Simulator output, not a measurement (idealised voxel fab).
Title: Process Module voxel wiring stack
Each square cell in cross-section cut measures 5 nm, and the section as a whole is 165 nm wide.
Reading order for cross-sections: top band down to bottom band. Underlying form: a grid of square cells. Band size: one or more rows of cells.
In this notation a band is specified by the heights of its top and bottom, in that order and in nm, after which its materials appear from left to right, each paired with its width in nm. The word "throughout" attached to a single material means that material fills the band from edge to edge; the word "empty" stands for empty space.
Below 0: as-received wafer, all one material; heights counted from there. Lowest band: no bottom, goes on down, written "0 -> down".
The notation "30 to 40" denotes a width that varies across the rows of cells in the band, beginning at the first number in the top row, finishing at the second number in the bottom row, and changing by an identical amount from each row to the next.
"remains unaltered", as given for a step, is the statement that not any cell of the cross-section underwent a change during that step.
Listed in "Closed cavities": every empty space of 8 or more cells without an open way to the top. Form: width x height at distance, the distance being from the left edge, all in nm.
Note: text after step settings on the step line = simulator remark on that step.
overlay nm: how far to the right of its planned place the mask lay on this masked step (negative: to the left).
## Steps in the process plan
1: RECEIVE | material Si
2: CONFORMAL_DEP | material SiO2 | thk nm 10
3: CONFORMAL_DEP | material SiCN | thk nm 5
4: DIRECTIONAL_DEP | material SiO2 | thk nm 25
5: DIRECTIONAL_DEP | material aC | thk nm 10
6: PATTERN | tone open | mask id METAL_1 | material resist | width nm 30 | pitch nm 45 | thk nm 25 | overlay nm 0
7: DIRECTIONAL_ETCH | etch materials aC | depth nm 10
8: STRIP | etch materials resist
9: DIRECTIONAL_ETCH | etch materials SiO2 | depth nm 25
10: DIRECTIONAL_ETCH | etch materials SiCN | depth nm 5
11: STRIP | etch materials aC
12: CONFORMAL_DEP | material TiN | thk nm 5
13: FILL_DEP | material W | thk nm 5
14: CMP | height nm 40
15: CONFORMAL_DEP | material SiCN | thk nm 5
16: DIRECTIONAL_DEP | material lowk | thk nm 15
17: DIRECTIONAL_DEP | material aC | thk nm 15
18: PATTERN | tone open | mask id PLUG_1 | material resist | width nm 15 | pitch nm 90 | thk nm 35 | overlay nm 0
19: DIRECTIONAL_ETCH | etch materials aC | depth nm 15
20: STRIP | etch materials resist
21: DIRECTIONAL_ETCH | etch materials lowk | depth nm 15
22: DIRECTIONAL_ETCH | etch materials SiCN | depth nm 5
23: STRIP | etch materials aC
24: EPI | material Ru | thk nm 10
25: EPI | material Ru | thk nm 10
26: DIRECTIONAL_DEP | material TiN | thk nm 5
27: DIRECTIONAL_DEP | material W | thk nm 25
28: MASKED_ETCH | tone cover | mask id METAL_2 | width nm 30 | pitch nm 45 | etch materials W | depth nm 25 | overlay nm 0
29: MASKED_ETCH | tone cover | mask id METAL_2 | width nm 30 | pitch nm 45 | etch materials TiN | depth nm 5 | overlay nm 0
30: CONFORMAL_DEP | material SiCN | thk nm 5
31: FILL_DEP | material SiO2 | thk nm 5
32: CMP | height nm 90
33: CONFORMAL_DEP | material SiCN | thk nm 5
34: DIRECTIONAL_DEP | material lowk | thk nm 25
35: DIRECTIONAL_DEP | material aC | thk nm 15
36: PATTERN | tone open | mask id METAL_3_HOLES | material resist | width nm 15 | pitch nm 45 | thk nm 35 | overlay nm 0
37: DIRECTIONAL_ETCH | etch materials aC | depth nm 15
38: STRIP | etch materials resist
39: DIRECTIONAL_ETCH | etch materials lowk | depth nm 25
40: STRIP | etch materials aC
41: PATTERN | tone open | mask id METAL_3 | material resist | width nm 30 | pitch nm 45 | thk nm 15 | overlay nm 0
42: DIRECTIONAL_ETCH | etch materials lowk | depth nm 15
43: DIRECTIONAL_ETCH | etch materials SiCN | depth nm 5
44: STRIP | etch materials resist
45: CONFORMAL_DEP | material TiN | thk nm 5
46: FILL_DEP | material Cu | thk nm 5
47: CMP | height nm 120
48: CONFORMAL_DEP | material SiCN | thk nm 5
## First of two wafers: run as planned
## Wafer at receipt (post step 1), cross-section
0 -> down  Si throughout
Closed cavities: none
## Cross-section of the wafer after step 2
10 -> 0  SiO2 throughout
Below 0, no change.
## Cross-section of the wafer after step 3
15 -> 10  SiCN throughout
Below 10, no change.
## Cross-section of the wafer after step 4
40 -> 15  SiO2 throughout
Below 15, no change.
## Cross-section of the wafer after step 5
50 -> 40  aC throughout
Below 40, no change.
## Cross-section of the wafer after step 6
75 -> 50  20 resist, 30 empty, 15 resist, 30 empty, 15 resist, 30 empty, 25 resist
Below 50, no change.
## Cross-section of the wafer after step 7
65 -> 50  20 resist, 30 empty, 15 resist, 30 empty, 15 resist, 30 empty, 25 resist
50 -> 40  20 aC, 30 empty, 15 aC, 30 empty, 15 aC, 30 empty, 25 aC
Below 40, no change.
## Cross-section of the wafer after step 8
50 -> 40  20 aC, 30 empty, 15 aC, 30 empty, 15 aC, 30 empty, 25 aC
Below 40, no change.
## Cross-section of the wafer after step 9
50 -> 40  20 aC, 30 empty, 15 aC, 30 empty, 15 aC, 30 empty, 25 aC
40 -> 15  20 SiO2, 30 empty, 15 SiO2, 30 empty, 15 SiO2, 30 empty, 25 SiO2
Below 15, no change.
## Cross-section of the wafer after step 10
50 -> 40  20 aC, 30 empty, 15 aC, 30 empty, 15 aC, 30 empty, 25 aC
40 -> 15  20 SiO2, 30 empty, 15 SiO2, 30 empty, 15 SiO2, 30 empty, 25 SiO2
15 -> 10  20 SiCN, 30 empty, 15 SiCN, 30 empty, 15 SiCN, 30 empty, 25 SiCN
Below 10, no change.
## Cross-section of the wafer after step 11
40 -> 15  20 SiO2, 30 empty, 15 SiO2, 30 empty, 15 SiO2, 30 empty, 25 SiO2
Below 15, no change.
## Cross-section of the wafer after step 12
45 -> 40  25 TiN, 20 empty, 25 TiN, 20 empty, 25 TiN, 20 empty, 30 TiN
40 -> 15  20 SiO2, 5 TiN, 20 empty, 5 TiN, 15 SiO2, 5 TiN, 20 empty, 5 TiN, 15 SiO2, 5 TiN, 20 empty, 5 TiN, 25 SiO2
15 -> 10  20 SiCN, 30 TiN, 15 SiCN, 30 TiN, 15 SiCN, 30 TiN, 25 SiCN
Below 10, no change.
## Cross-section of the wafer after step 13
50 -> 45  W throughout
45 -> 40  25 TiN, 20 W, 25 TiN, 20 W, 25 TiN, 20 W, 30 TiN
40 -> 15  20 SiO2, 5 TiN, 20 W, 5 TiN, 15 SiO2, 5 TiN, 20 W, 5 TiN, 15 SiO2, 5 TiN, 20 W, 5 TiN, 25 SiO2
Below 15, no change.
## Cross-section of the wafer after step 14
40 -> 15  20 SiO2, 5 TiN, 20 W, 5 TiN, 15 SiO2, 5 TiN, 20 W, 5 TiN, 15 SiO2, 5 TiN, 20 W, 5 TiN, 25 SiO2
Below 15, no change.
## Cross-section of the wafer after step 15
45 -> 40  SiCN throughout
Below 40, no change.
## Cross-section of the wafer after step 16
60 -> 45  lowk throughout
Below 45, no change.
## Cross-section of the wafer after step 17
75 -> 60  aC throughout
Below 60, no change.
## Cross-section of the wafer after step 18
110 -> 75  20 resist, 15 empty, 75 resist, 15 empty, 40 resist
Below 75, no change.
## Cross-section of the wafer after step 19
95 -> 75  20 resist, 15 empty, 75 resist, 15 empty, 40 resist
75 -> 60  20 aC, 15 empty, 75 aC, 15 empty, 40 aC
Below 60, no change.
## Cross-section of the wafer after step 20
75 -> 60  20 aC, 15 empty, 75 aC, 15 empty, 40 aC
Below 60, no change.
## Cross-section of the wafer after step 21
75 -> 60  20 aC, 15 empty, 75 aC, 15 empty, 40 aC
60 -> 45  20 lowk, 15 empty, 75 lowk, 15 empty, 40 lowk
Below 45, no change.
## Cross-section of the wafer after step 22
75 -> 60  20 aC, 15 empty, 75 aC, 15 empty, 40 aC
60 -> 45  20 lowk, 15 empty, 75 lowk, 15 empty, 40 lowk
45 -> 40  20 SiCN, 15 empty, 75 SiCN, 15 empty, 40 SiCN
Below 40, no change.
## Cross-section of the wafer after step 23
60 -> 45  20 lowk, 15 empty, 75 lowk, 15 empty, 40 lowk
Below 45, no change.
## Cross-section of the wafer after step 24
60 -> 50  20 lowk, 15 empty, 75 lowk, 15 empty, 40 lowk
50 -> 45  20 lowk, 15 Ru, 75 lowk, 15 Ru, 40 lowk
45 -> 40  20 SiCN, 15 Ru, 75 SiCN, 15 Ru, 40 SiCN
Below 40, no change.
## Cross-section of the wafer after step 25
60 -> 45  20 lowk, 15 Ru, 75 lowk, 15 Ru, 40 lowk
Below 45, no change.
## Cross-section of the wafer after step 26
65 -> 60  TiN throughout
Below 60, no change.
## Cross-section of the wafer after step 27
90 -> 65  W throughout
Below 65, no change.
## Cross-section of the wafer after step 28
90 -> 65  20 empty, 30 W, 15 empty, 30 W, 15 empty, 30 W, 25 empty
Below 65, no change.
## Cross-section of the wafer after step 29
90 -> 65  20 empty, 30 W, 15 empty, 30 W, 15 empty, 30 W, 25 empty
65 -> 60  20 empty, 30 TiN, 15 empty, 30 TiN, 15 empty, 30 TiN, 25 empty
Below 60, no change.
## Cross-section of the wafer after step 30
95 -> 90  15 empty, 40 SiCN, 5 empty, 40 SiCN, 5 empty, 40 SiCN, 20 empty
90 -> 65  15 empty, 5 SiCN, 30 W, 5 SiCN, 5 empty, 5 SiCN, 30 W, 5 SiCN, 5 empty, 5 SiCN, 30 W, 5 SiCN, 20 empty
65 -> 60  20 SiCN, 30 TiN, 15 SiCN, 30 TiN, 15 SiCN, 30 TiN, 25 SiCN
Below 60, no change.
## Cross-section of the wafer after step 31
100 -> 95  SiO2 throughout
95 -> 90  15 SiO2, 40 SiCN, 5 SiO2, 40 SiCN, 5 SiO2, 40 SiCN, 20 SiO2
90 -> 65  15 SiO2, 5 SiCN, 30 W, 5 SiCN, 5 SiO2, 5 SiCN, 30 W, 5 SiCN, 5 SiO2, 5 SiCN, 30 W, 5 SiCN, 20 SiO2
Below 65, no change.
## Cross-section of the wafer after step 32
90 -> 65  15 SiO2, 5 SiCN, 30 W, 5 SiCN, 5 SiO2, 5 SiCN, 30 W, 5 SiCN, 5 SiO2, 5 SiCN, 30 W, 5 SiCN, 20 SiO2
Below 65, no change.
## Cross-section of the wafer after step 33
95 -> 90  SiCN throughout
Below 90, no change.
## Cross-section of the wafer after step 34
120 -> 95  lowk throughout
Below 95, no change.
## Cross-section of the wafer after step 35
135 -> 120  aC throughout
Below 120, no change.
## Cross-section of the wafer after step 36
170 -> 135  20 resist, 15 empty, 30 resist, 15 empty, 30 resist, 15 empty, 40 resist
Below 135, no change.
## Cross-section of the wafer after step 37
155 -> 135  20 resist, 15 empty, 30 resist, 15 empty, 30 resist, 15 empty, 40 resist
135 -> 120  20 aC, 15 empty, 30 aC, 15 empty, 30 aC, 15 empty, 40 aC
Below 120, no change.
## Cross-section of the wafer after step 38
135 -> 120  20 aC, 15 empty, 30 aC, 15 empty, 30 aC, 15 empty, 40 aC
Below 120, no change.
## Cross-section of the wafer after step 39
135 -> 120  20 aC, 15 empty, 30 aC, 15 empty, 30 aC, 15 empty, 40 aC
120 -> 95  20 lowk, 15 empty, 30 lowk, 15 empty, 30 lowk, 15 empty, 40 lowk
Below 95, no change.
## Cross-section of the wafer after step 40
120 -> 95  20 lowk, 15 empty, 30 lowk, 15 empty, 30 lowk, 15 empty, 40 lowk
Below 95, no change.
## Cross-section of the wafer after step 41
135 -> 120  20 resist, 30 empty, 15 resist, 30 empty, 15 resist, 30 empty, 25 resist
Below 120, no change.
## Cross-section of the wafer after step 42
135 -> 120  20 resist, 30 empty, 15 resist, 30 empty, 15 resist, 30 empty, 25 resist
120 -> 105  20 lowk, 30 empty, 15 lowk, 30 empty, 15 lowk, 30 empty, 25 lowk
Below 105, no change.
## Cross-section of the wafer after step 43
135 -> 120  20 resist, 30 empty, 15 resist, 30 empty, 15 resist, 30 empty, 25 resist
120 -> 105  20 lowk, 30 empty, 15 lowk, 30 empty, 15 lowk, 30 empty, 25 lowk
105 -> 95  20 lowk, 15 empty, 30 lowk, 15 empty, 30 lowk, 15 empty, 40 lowk
95 -> 90  20 SiCN, 15 empty, 30 SiCN, 15 empty, 30 SiCN, 15 empty, 40 SiCN
Below 90, no change.
## Cross-section of the wafer after step 44
120 -> 105  20 lowk, 30 empty, 15 lowk, 30 empty, 15 lowk, 30 empty, 25 lowk
Below 105, no change.
## Cross-section of the wafer after step 45
125 -> 120  25 TiN, 20 empty, 25 TiN, 20 empty, 25 TiN, 20 empty, 30 TiN
120 -> 110  20 lowk, 5 TiN, 20 empty, 5 TiN, 15 lowk, 5 TiN, 20 empty, 5 TiN, 15 lowk, 5 TiN, 20 empty, 5 TiN, 25 lowk
110 -> 105  20 lowk, 5 TiN, 5 empty, 20 TiN, 15 lowk, 5 TiN, 5 empty, 20 TiN, 15 lowk, 5 TiN, 5 empty, 20 TiN, 25 lowk
105 -> 95  20 lowk, 5 TiN, 5 empty, 5 TiN, 30 lowk, 5 TiN, 5 empty, 5 TiN, 30 lowk, 5 TiN, 5 empty, 5 TiN, 40 lowk
95 -> 90  20 SiCN, 15 TiN, 30 SiCN, 15 TiN, 30 SiCN, 15 TiN, 40 SiCN
Below 90, no change.
## Cross-section of the wafer after step 46
130 -> 125  Cu throughout
125 -> 120  25 TiN, 20 Cu, 25 TiN, 20 Cu, 25 TiN, 20 Cu, 30 TiN
120 -> 110  20 lowk, 5 TiN, 20 Cu, 5 TiN, 15 lowk, 5 TiN, 20 Cu, 5 TiN, 15 lowk, 5 TiN, 20 Cu, 5 TiN, 25 lowk
110 -> 105  20 lowk, 5 TiN, 5 Cu, 20 TiN, 15 lowk, 5 TiN, 5 Cu, 20 TiN, 15 lowk, 5 TiN, 5 Cu, 20 TiN, 25 lowk
105 -> 95  20 lowk, 5 TiN, 5 Cu, 5 TiN, 30 lowk, 5 TiN, 5 Cu, 5 TiN, 30 lowk, 5 TiN, 5 Cu, 5 TiN, 40 lowk
Below 95, no change.
## Cross-section of the wafer after step 47
120 -> 110  20 lowk, 5 TiN, 20 Cu, 5 TiN, 15 lowk, 5 TiN, 20 Cu, 5 TiN, 15 lowk, 5 TiN, 20 Cu, 5 TiN, 25 lowk
Below 110, no change.
## Cross-section of the wafer after step 48
125 -> 120  SiCN throughout
Below 120, no change.
## Wafer two. Same start, same plan, one slip in execution. Same as wafer one through step 46, inclusive
## Second wafer, cross-section, planned end of step 47
125 -> 120  25 TiN, 20 Cu, 25 TiN, 20 Cu, 25 TiN, 20 Cu, 30 TiN
Below 120, no change.
## Second wafer, cross-section, planned end of step 48
130 -> 125  SiCN throughout
Below 125, no change.
Error vs. plan: step 47 was not run as planned; what actually ran was CMP | height nm 125
Final difference in cells, second wafer against first, listed per material as more or fewer: +12 Cu | +21 TiN
